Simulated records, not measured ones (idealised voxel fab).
The process module that follows is named voxel air gaps.
It is cross-section cut that appears here, measuring 295 nm in width, its square cells being 5 nm in size.
A cross-section is a grid of square cells, given in bands from the top down. A band is one or more rows of cells. Top, bottom (nm), then materials left to right with widths (nm); lone material tagged "edge to edge" fills the whole band edge to edge; "empty" = empty space. Heights are measured from 0, the level below which the as-received wafer is all one material; the lowest band has no bottom and continues downward, written as in "from 0 down". So if you see something like "30->40" for the width, read it as the top row of the band sitting at the first number and the bottom row at the second, with every row in between moving by the same amount as the last. The designation "no change", where it is given for a processing step, indicates that no cell of the cross-section was altered in the course of that step. Voids not open to the top, 8 cells minimum: see "Closed internal cavities". Written width x height at distance; distance is from the left edge; nm. If you see something after the settings on a step's line, that's the simulator's own remark about that step. "overlay nm" on a masked step: distance the mask lay right of its planned place, negative for left.

## The steps planned for the process are as follows
step 1: RECEIVE, material Si
step 2: CONFORMAL_DEP, material SiO2, thk nm 15
step 3: CONFORMAL_DEP, material SiN, thk nm 5
step 4: DIRECTIONAL_DEP, material lowk, thk nm 35
step 5: MASKED_ETCH, tone open, mask id LINES, width nm 20, pitch nm 50, etch materials lowk, depth nm 35, overlay nm -15
step 6: CONFORMAL_DEP, material TiN, thk nm 5
step 7: FILL_DEP, material Cu, thk nm 5
step 8: CMP, height nm 55
step 9: EPI, material Ru, thk nm 10
step 10: SELECTIVE_ETCH, etch materials lowk, depth nm 45
step 11: CONFORMAL_DEP, material SiN, thk nm 5
The overlay nm used in step 5 is not the same on every wafer, whereas the starting condition is; the value printed in the plan is the first wafer's.

## Received wafers, first of several: cross-section after step 1
	from 0 down  Si edge to edge
	Closed internal cavities: none

## Gained (+) or lost (-) cells of each material since receipt, then closed voids: one row per wafer, at the end of the module
overlay nm -15; +36 Cu; +48 Ru; +196 SiN; +177 SiO2; +48 TiN; Closed internal cavities: 20 x 25 at 95; 20 x 25 at 145
overlay nm -10; +36 Cu; +48 Ru; +196 SiN; +177 SiO2; +48 TiN; Closed internal cavities: 20 x 25 at 100; 20 x 25 at 150
overlay nm -5; +36 Cu; +48 Ru; +196 SiN; +177 SiO2; +48 TiN; Closed internal cavities: 20 x 25 at 105; 20 x 25 at 155
overlay nm 0; +36 Cu; +48 Ru; +196 SiN; +177 SiO2; +48 TiN; Closed internal cavities: 20 x 25 at 110; 20 x 25 at 160
overlay nm 5; +36 Cu; +48 Ru; +196 SiN; +177 SiO2; +48 TiN; Closed internal cavities: 20 x 25 at 115; 20 x 25 at 165
overlay nm 10; +36 Cu; +48 Ru; +196 SiN; +177 SiO2; +48 TiN; Closed internal cavities: 20 x 25 at 120; 20 x 25 at 170
overlay nm 15; +36 Cu; +48 Ru; +196 SiN; +177 SiO2; +48 TiN; Closed internal cavities: 20 x 25 at 125; 20 x 25 at 175
